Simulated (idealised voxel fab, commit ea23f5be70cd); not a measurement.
process module | voxel air gaps
cross-section cut | 235 nm wide | cells 5 nm
A cross-section is a grid of square cells, given in bands from the top down. A band is one or more rows of cells.
Each band's line starts with the height of the band's top and of its bottom, in nm. Then come its materials from left to right, each with its width in nm. One material with "throughout" fills the band from edge to edge. "air" is empty space.
Height 0 is the level under which the wafer as received is all one material. The lowest band goes on downwards, as in "0 down".
A width such as "30 to 40" changes by the same amount from each row of cells to the next, from the band's top row to its bottom row.
"no change" after a step means that no cell of the cross-section changed.
closed voids: empty space of 8 cells or more with no open way to the top, each as width x height at its distance from the left edge, in nm
after a step's settings: what the simulator itself notes on the step
overlay nm, on a step with a mask: how far to the right of its planned place the mask lay; to the left if negative
plan
1 op RECEIVE | material Si
2 op CONFORMAL_DEP | material SiO2 | thk nm 15
3 op CONFORMAL_DEP | material SiN | thk nm 5
4 op DIRECTIONAL_DEP | material lowk | thk nm 35
5 op DIRECTIONAL_DEP | material aC | thk nm 15
6 op PATTERN | tone open | mask id LINES | material resist | width nm 15 | pitch nm 50 | thk nm 30 | overlay nm 0
7 op DIRECTIONAL_ETCH | etch materials aC | depth nm 15
8 op STRIP | etch materials resist
9 op DIRECTIONAL_ETCH | etch materials lowk | depth nm 35
10 op STRIP | etch materials aC
11 op CONFORMAL_DEP | material TiN | thk nm 5
12 op FILL_DEP | material Cu | thk nm 10
13 op CMP | height nm 55
14 op EPI | material Ru | thk nm 10
15 op SELECTIVE_ETCH | etch materials lowk | depth nm 45
16 op CONFORMAL_DEP | material SiCN | thk nm 5
varied across the wafers: width nm of step 6. The plan shows the first wafer's value. All wafers start alike
first wafer as received, after step 1
  0 down: Si throughout
  closed voids: none
each wafer at the end: cells of each material gained (+) or lost (-) since it was received, then its closed voids
width nm 15 | +18 Cu | +42 Ru | +125 SiCN | +47 SiN | +141 SiO2 | +45 TiN | closed voids: none
width nm 20 | +36 Cu | +48 Ru | +125 SiCN | +47 SiN | +141 SiO2 | +48 TiN | closed voids: 20 x 25 at 85; 20 x 25 at 135
width nm 25 | +54 Cu | +54 Ru | +117 SiCN | +47 SiN | +141 SiO2 | +51 TiN | closed voids: 15 x 25 at 85; 15 x 25 at 135
width nm 30 | +72 Cu | +60 Ru | +73 SiCN | +47 SiN | +141 SiO2 | +54 TiN | +56 lowk | closed voids: none
width nm 35 | +90 Cu | +62 Ru | +73 SiCN | +47 SiN | +141 SiO2 | +57 TiN | +42 lowk | closed voids: none
